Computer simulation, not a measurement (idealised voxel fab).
The process module that follows is named voxel capacitor over wiring.
Cross-section cut: width 280 nm, square cells of 5 nm.
If you're reading a cross-section in this doc, picture square cells in a grid; it comes to you as bands, top ones listed first down to the bottom, and a band can be one or more rows of cells. A band entry consists of two parts. The first gives the height of the band's top and the height of its bottom, in nm. The rest lists the band's materials from left to right, each with its width in nm. A single material labelled with the word "edge to edge" fills the band from edge to edge, and the word "blank" marks empty space. The reference from which all heights are counted is 0, the level beneath which the as-received wafer is entirely one material; the lowest band, having no lower bound, proceeds downward and is written after the example "0 -> down". Graded width ("30->40"): value in top row of band = first number; value in bottom row = second number; row-to-row change constant. "stayed the same" means the step left every cell of the cross-section as it was. "Closed void catalog" - sealed voids, min. 8 cells, no opening to top; format: width x height at distance (distance from left edge; nm throughout). That trailing text on a step's line, after the settings, is the simulator's own remark on the step. Regarding "overlay nm": on a step with a mask, it is the distance the mask lay to the right of its planned place; a negative value places it to the left.

[Planned step list for the process]
| 1 | RECEIVE [material Si] |
| 2 | CONFORMAL_DEP [material SiO2] [thk nm 10] |
| 3 | DIRECTIONAL_DEP [material TiN] [thk nm 5] |
| 4 | DIRECTIONAL_DEP [material Ru] [thk nm 15] |
| 5 | PATTERN [tone cover] [mask id METAL_1] [material resist] [width nm 25] [pitch nm 80] [thk nm 20] [overlay nm 0] |
| 6 | DIRECTIONAL_ETCH [etch materials Ru] [depth nm 15] |
| 7 | DIRECTIONAL_ETCH [etch materials TiN] [depth nm 5] |
| 8 | STRIP [etch materials resist] |
| 9 | CONFORMAL_DEP [material SiN] [thk nm 5] |
| 10 | FILL_DEP [material SiO2] [thk nm 10] |
| 11 | CMP [height nm 30] |
| 12 | CONFORMAL_DEP [material SiCN] [thk nm 5] |
| 13 | DIRECTIONAL_DEP [material lowk] [thk nm 10] |
| 14 | DIRECTIONAL_DEP [material aC] [thk nm 15] |
| 15 | PATTERN [tone open] [mask id PLUG_1] [material resist] [width nm 15] [thk nm 35] [overlay nm 0] |
| 16 | DIRECTIONAL_ETCH [etch materials aC] [depth nm 15] |
| 17 | STRIP [etch materials resist] |
| 18 | DIRECTIONAL_ETCH [etch materials lowk] [depth nm 10] |
| 19 | DIRECTIONAL_ETCH [etch materials SiCN] [depth nm 5] |
| 20 | STRIP [etch materials aC] |
| 21 | CONFORMAL_DEP [material TiN] [thk nm 5] |
| 22 | FILL_DEP [material W] [thk nm 10] |
| 23 | CMP [height nm 45] |
| 24 | DIRECTIONAL_DEP [material TiN] [thk nm 10] |
| 25 | DIRECTIONAL_DEP [material Al2O3] [thk nm 5] |
| 26 | DIRECTIONAL_DEP [material TiN] [thk nm 10] |
| 27 | PATTERN [tone cover] [mask id UPPER_PLATE] [material resist] [width nm 60] [thk nm 15] [overlay nm 0] |
| 28 | DIRECTIONAL_ETCH [etch materials TiN] [depth nm 10] |
| 29 | DIRECTIONAL_ETCH [etch materials Al2O3] [depth nm 5] |
| 30 | STRIP [etch materials resist] |
| 31 | MASKED_ETCH [tone cover] [mask id LOWER_PLATE] [width nm 70] [etch materials TiN] [depth nm 10] [overlay nm 0] |
| 32 | FILL_DEP [material SiO2] [thk nm 20] |
| 33 | CMP [height nm 85] |
| 34 | PATTERN [tone open] [mask id PLUG_2] [material resist] [width nm 15] [thk nm 15] [overlay nm 0] |
| 35 | DIRECTIONAL_ETCH [etch materials SiO2] [depth nm 15] |
| 36 | STRIP [etch materials resist] |
| 37 | CONFORMAL_DEP [material TiN] [thk nm 5] |
| 38 | FILL_DEP [material Ru] [thk nm 10] |
| 39 | CMP [height nm 85] |
| 40 | CONFORMAL_DEP [material SiCN] [thk nm 5] |

[As-received state of the wafer in cross-section, equivalent to post-step 1]
* 0 -> down | Si edge to edge
* Closed void catalog: none

[Cross-section, end of module. Start: as above. Plan: as above. Execution: one mistake]
* 90 -> 85 | SiCN edge to edge
* 85 -> 75 | SiO2 105; TiN 5; Ru 5; TiN 5; SiO2 160
* 75 -> 70 | SiO2 105; TiN 15; SiO2 160
* 70 -> 60 | SiO2 95; TiN 60; SiO2 125
* 60 -> 55 | SiO2 95; Al2O3 60; SiO2 125
* 55 -> 45 | SiO2 90; TiN 70; SiO2 120
* 45 -> 35 | lowk 95; TiN 5; SiCN 5; TiN 5; lowk 170
* 35 -> 30 | SiCN 95; TiN 15; SiCN 170
* 30 -> 15 | SiO2 80; SiN 5; Ru 25; SiN 5; SiO2 45; SiN 5; Ru 25; SiN 5; SiO2 85
* 15 -> 10 | SiN 85; TiN 25; SiN 55; TiN 25; SiN 90
* 10 -> 0 | SiO2 edge to edge
* 0 -> down | Si edge to edge
* Closed void catalog: none
Which mistake was made when the wafer was run? the process deviated at step 22: the operation and settings actually run there were FILL_DEP [material SiCN] [thk nm 10]
